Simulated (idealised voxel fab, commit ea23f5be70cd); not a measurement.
voxel capacitor over wiring: a process module
Displayed cross-section: cut, width of 285 nm, square cells sized 5 nm.
For the purposes of this document, a cross-section shall be understood as a grid of square cells, specified as bands listed in top-to-bottom order, each band consisting of one or more rows of cells.
Top, bottom (nm), then materials left to right with widths (nm); lone material tagged "everywhere" fills the whole band edge to edge; "empty" = empty space.
Note: height 0 marks the level under which the wafer is uniformly one material as received. Lowest band unbounded below, written "0 and below".
With a width like "30 to 40", each row of cells in the band differs from the next by the same amount, the top row carrying the first number and the bottom row the second.
The cross-section has no changed cell in any step marked "changes: none".
"Cavities, closed": empty spaces of 8 cells or more with no open way to the top, each given as width x height at distance, distance from the left edge, all in nm.
Where a step's line continues beyond its settings, the continuation is a remark by the simulator itself on that step.
"overlay nm", when on a step's line for a step with a mask, measures how far to the right of its planned place the mask lay; a negative measure means to the left.

**plan**
step 1: op RECEIVE | material Si
step 2: op CONFORMAL_DEP | material SiO2 | thk nm 15
step 3: op DIRECTIONAL_DEP | material TiN | thk nm 5
step 4: op DIRECTIONAL_DEP | material W | thk nm 25
step 5: op MASKED_ETCH | tone cover | mask id METAL_1 | width nm 20 | pitch nm 85 | etch materials W | depth nm 25 | overlay nm 0
step 6: op MASKED_ETCH | tone cover | mask id METAL_1 | width nm 20 | pitch nm 85 | etch materials TiN | depth nm 5 | overlay nm 0
step 7: op CONFORMAL_DEP | material SiCN | thk nm 5
step 8: op FILL_DEP | material SiO2 | thk nm 5
step 9: op CMP | height nm 45
step 10: op CONFORMAL_DEP | material SiCN | thk nm 5
step 11: op DIRECTIONAL_DEP | material SiO2 | thk nm 15
step 12: op PATTERN | tone open | mask id PLUG_1 | material resist | width nm 15 | thk nm 20 | overlay nm 0
step 13: op DIRECTIONAL_ETCH | etch materials SiO2 | depth nm 15
step 14: op DIRECTIONAL_ETCH | etch materials SiCN | depth nm 5
step 15: op STRIP | etch materials resist
step 16: op EPI | material Ru | thk nm 10
step 17: op EPI | material Ru | thk nm 10
step 18: op DIRECTIONAL_DEP | material TiN | thk nm 5
step 19: op DIRECTIONAL_DEP | material SiN | thk nm 5
step 20: op DIRECTIONAL_DEP | material TiN | thk nm 5
step 21: op MASKED_ETCH | tone cover | mask id UPPER_PLATE | width nm 70 | etch materials TiN | depth nm 5 | overlay nm 0
step 22: op MASKED_ETCH | tone cover | mask id UPPER_PLATE | width nm 70 | etch materials SiN | depth nm 5 | overlay nm 0
step 23: op MASKED_ETCH | tone cover | mask id LOWER_PLATE | width nm 80 | etch materials TiN | depth nm 5 | overlay nm 0
step 24: op FILL_DEP | material SiO2 | thk nm 20
step 25: op CMP | height nm 95
step 26: op PATTERN | tone open | mask id PLUG_2 | material resist | width nm 15 | thk nm 15 | overlay nm 0
step 27: op DIRECTIONAL_ETCH | etch materials SiO2 | depth nm 15
step 28: op STRIP | etch materials resist
step 29: op CONFORMAL_DEP | material TiN | thk nm 5
step 30: op FILL_DEP | material Cu | thk nm 5
step 31: op CMP | height nm 95
step 32: op CONFORMAL_DEP | material SiN | thk nm 5

**Cross-sectional view of the wafer in its as-received condition, corresponding to the state after step 1**
* 0 and below = Si everywhere
* Cavities, closed: none

**Module complete - cross-section of the first of two wafers, run according to plan**
* 100 down to 95 = SiN everywhere
* 95 down to 85 = SiO2 (105); TiN (5); Cu (5); TiN (5); SiO2 (165)
* 85 down to 75 = SiO2 (105 to 95); TiN (15 to 70); SiO2 (165 to 120)
* 75 down to 70 = SiO2 (95); SiN (70); SiO2 (120)
* 70 down to 65 = SiO2 (90); TiN (80); SiO2 (115)
* 65 down to 50 = SiO2 (95); Ru (15); SiO2 (175)
* 50 down to 45 = SiCN (95); Ru (15); SiCN (175)
* 45 down to 20 = SiO2 (85); SiCN (5); W (20); SiCN (5); SiO2 (55); SiCN (5); W (20); SiCN (5); SiO2 (85)
* 20 down to 15 = SiCN (90); TiN (20); SiCN (65); TiN (20); SiCN (90)
* 15 down to 0 = SiO2 everywhere
* 0 and below = Si everywhere
* Cavities, closed: none

**Same start, same plan as the first wafer - but one mistake in the run. Cross-section of the second of the two at the end of the module**
* 100 down to 95 = SiN everywhere
* 95 down to 85 = SiO2 (105); TiN (5); Cu (5); TiN (5); SiO2 (165)
* 85 down to 75 = SiO2 (105 to 95); TiN (15 to 70); SiO2 (165 to 120)
* 75 down to 70 = SiO2 (95); SiN (70); SiO2 (120)
* 70 down to 65 = SiO2 (90); TiN (80); SiO2 (115)
* 65 down to 50 = SiO2 (95); Ru (15); SiO2 (175)
* 50 down to 45 = SiCN (95); Ru (15); SiCN (175)
* 45 down to 25 = SiO2 (85); SiCN (5); W (20); SiCN (5); SiO2 (55); SiCN (5); W (20); SiCN (5); SiO2 (85)
* 25 down to 20 = SiO2 (80); SiCN (10); W (20); SiCN (5); SiO2 (50); SiCN (10); W (20); SiCN (5); SiO2 (85)
* 20 down to 15 = SiCN (85); TiN (25); SiCN (60); TiN (25); SiCN (90)
* 15 down to 0 = SiO2 everywhere
* 0 and below = Si everywhere
* Cavities, closed: none
Against the plan, the run slipped here: planned and actual differ for step 6; actual: op MASKED_ETCH | tone cover | mask id METAL_1 | width nm 20 | pitch nm 85 | etch materials TiN | depth nm 5 | overlay nm -5
At the finish, the second wafer shows more or fewer cells for some materials than the first does: SiO2 -2, TiN +2
